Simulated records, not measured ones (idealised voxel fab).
process module | voxel released beams
cross-section cut | 260 nm wide | cells 5 nm
A cross-section is a grid of square cells, given in bands from the top down. A band is one or more rows of cells.
Each band's line starts with the height of the band's top and of its bottom, in nm. Then come its materials from left to right, each with its width in nm. One material with "throughout" fills the band from edge to edge. "air" is empty space.
Height 0 is the level under which the wafer as received is all one material. The lowest band goes on downwards, as in "0 down".
A width such as "30 to 40" changes by the same amount from each row of cells to the next, from the band's top row to its bottom row.
"no change" after a step means that no cell of the cross-section changed.
closed voids: empty space of 8 cells or more with no open way to the top, each as width x height at its distance from the left edge, in nm
after a step's settings: what the simulator itself notes on the step
overlay nm, on a step with a mask: how far to the right of its planned place the mask lay; to the left if negative
plan
1 op RECEIVE | material Si
2 op CONFORMAL_DEP | material Al2O3 | thk nm 5
3 op DIRECTIONAL_DEP | material SiO2 | thk nm 10
4 op PATTERN | tone open | mask id ANCHOR | material resist | width nm 35 | thk nm 20 | overlay nm 0
5 op DIRECTIONAL_ETCH | etch materials SiO2 | depth nm 10
6 op STRIP | etch materials resist
7 op CONFORMAL_DEP | material SiN | thk nm 10
8 op DIRECTIONAL_DEP | material aC | thk nm 15
9 op PATTERN | tone cover | mask id BEAM | material resist | width nm 90 | thk nm 35 | overlay nm 0
10 op DIRECTIONAL_ETCH | etch materials aC | depth nm 15
11 op STRIP | etch materials resist
12 op DIRECTIONAL_ETCH | etch materials SiN | depth nm 10
13 op STRIP | etch materials aC
14 op STRIP | etch materials SiO2
as received, after step 1
  0 down: Si throughout
  closed voids: none
a wafer at the end: this start, this plan, one mistake
  25 to 15: air 80 | SiN 15 | air 20 | SiN 55 | air 90
  15 to 5: air 85 | SiN 40 | air 135
  5 to 0: Al2O3 throughout
  0 down: Si throughout
  closed voids: none
what went wrong: step 4 ran as: op PATTERN | tone open | mask id ANCHOR | material resist | width nm 40 | thk nm 20 | overlay nm 0
